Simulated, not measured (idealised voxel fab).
A process module follows: voxel capacitor over wiring.
240 nm wide, 5 nm square cells: that's cross-section cut.
In this document a cross-section is written as a grid of square cells. It is given as a series of bands, listed from the top down, and a band is one or more rows of cells. A band entry consists of two parts. The first gives the height of the band's top and the height of its bottom, in nm. The rest lists the band's materials from left to right, each with its width in nm. A single material labelled with the word "throughout" fills the band from edge to edge, and the word "blank" marks empty space. The level at which height equals 0 is the one under which the wafer, as it arrives, is entirely one material. No lower edge exists for the bottom band, which continues downward and is notated as in "0 and below". The notation "30..40" denotes a width that varies across the rows of cells in the band, beginning at the first number in the top row, finishing at the second number in the bottom row, and changing by an identical amount from each row to the next. Any step labelled "identical to before" changed none of the cells in the cross-section. Under "Closed void inventory" you'll find the enclosed gaps, the ones with no way out to the top, that are 8 cells or bigger; each reads width x height at distance, with distance counted from the left edge, everything in nm. Heads up: the bit after the settings on a step's line is the simulator's remark on that step. A step line may carry the setting "overlay nm", which, for steps involving a mask, states the distance by which the mask lay to the right of its intended position; negative values denote displacement to the left.

Here's what the planned process steps look like
step 1: RECEIVE: material Si
step 2: CONFORMAL_DEP: material SiO2, thk nm 15
step 3: DIRECTIONAL_DEP: material TiN, thk nm 5
step 4: DIRECTIONAL_DEP: material W, thk nm 15
step 5: MASKED_ETCH: tone cover, mask id METAL_1, width nm 30, pitch nm 90, etch materials W, depth nm 15, overlay nm 0
step 6: MASKED_ETCH: tone cover, mask id METAL_1, width nm 20, pitch nm 90, etch materials TiN, depth nm 5, overlay nm 0
step 7: FILL_DEP: material SiO2, thk nm 10
step 8: CMP: height nm 35
step 9: CONFORMAL_DEP: material SiCN, thk nm 5
step 10: DIRECTIONAL_DEP: material lowk, thk nm 20
step 11: PATTERN: tone open, mask id PLUG_1, material resist, width nm 15, thk nm 20, overlay nm 0
step 12: DIRECTIONAL_ETCH: etch materials lowk, depth nm 20
step 13: DIRECTIONAL_ETCH: etch materials SiCN, depth nm 5
step 14: STRIP: etch materials resist
step 15: EPI: material Ru, thk nm 10
step 16: EPI: material Ru, thk nm 10
step 17: EPI: material Ru, thk nm 5
step 18: DIRECTIONAL_DEP: material TiN, thk nm 5
step 19: DIRECTIONAL_DEP: material SiN, thk nm 5
step 20: DIRECTIONAL_DEP: material TiN, thk nm 10
step 21: PATTERN: tone cover, mask id UPPER_PLATE, material resist, width nm 65, thk nm 15, overlay nm 0
step 22: DIRECTIONAL_ETCH: etch materials TiN, depth nm 10
step 23: DIRECTIONAL_ETCH: etch materials SiN, depth nm 5
step 24: STRIP: etch materials resist
step 25: MASKED_ETCH: tone cover, mask id LOWER_PLATE, width nm 75, etch materials TiN, depth nm 5, overlay nm 0
step 26: FILL_DEP: material SiO2, thk nm 15
step 27: CMP: height nm 90
step 28: DIRECTIONAL_DEP: material aC, thk nm 10
step 29: PATTERN: tone open, mask id PLUG_2, material resist, width nm 15, thk nm 25, overlay nm 0
step 30: DIRECTIONAL_ETCH: etch materials aC, depth nm 10
step 31: STRIP: etch materials resist
step 32: DIRECTIONAL_ETCH: etch materials SiO2, depth nm 10
step 33: STRIP: etch materials aC
step 34: CONFORMAL_DEP: material TiN, thk nm 5
step 35: FILL_DEP: material Ru, thk nm 5
step 36: CMP: height nm 90
step 37: CONFORMAL_DEP: material SiN, thk nm 5
The plan shows the width nm of step 6 as the first wafer had it; this setting differs between the wafers, which start out alike.

First of several wafers (as received, post step 1), cross-sectional view
	0 and below = Si throughout
	Closed void inventory: none

Per-wafer rows below. For each material: cells gained (+) or lost (-) since the wafer was received, as of end of module. Then: closed voids
width nm 20 | +16 Ru | +45 SiCN | +61 SiN | +516 SiO2 | +58 TiN | +36 W | +180 lowk | Closed void inventory: none
width nm 25 | +16 Ru | +45 SiCN | +61 SiN | +516 SiO2 | +58 TiN | +36 W | +180 lowk | Closed void inventory: none
width nm 30 | +16 Ru | +45 SiCN | +61 SiN | +516 SiO2 | +58 TiN | +36 W | +180 lowk | Closed void inventory: none
width nm 35 | +16 Ru | +45 SiCN | +61 SiN | +514 SiO2 | +60 TiN | +36 W | +180 lowk | Closed void inventory: none
width nm 40 | +16 Ru | +45 SiCN | +61 SiN | +512 SiO2 | +62 TiN | +36 W | +180 lowk | Closed void inventory: none
width nm 45 | +16 Ru | +45 SiCN | +61 SiN | +510 SiO2 | +64 TiN | +36 W | +180 lowk | Closed void inventory: none
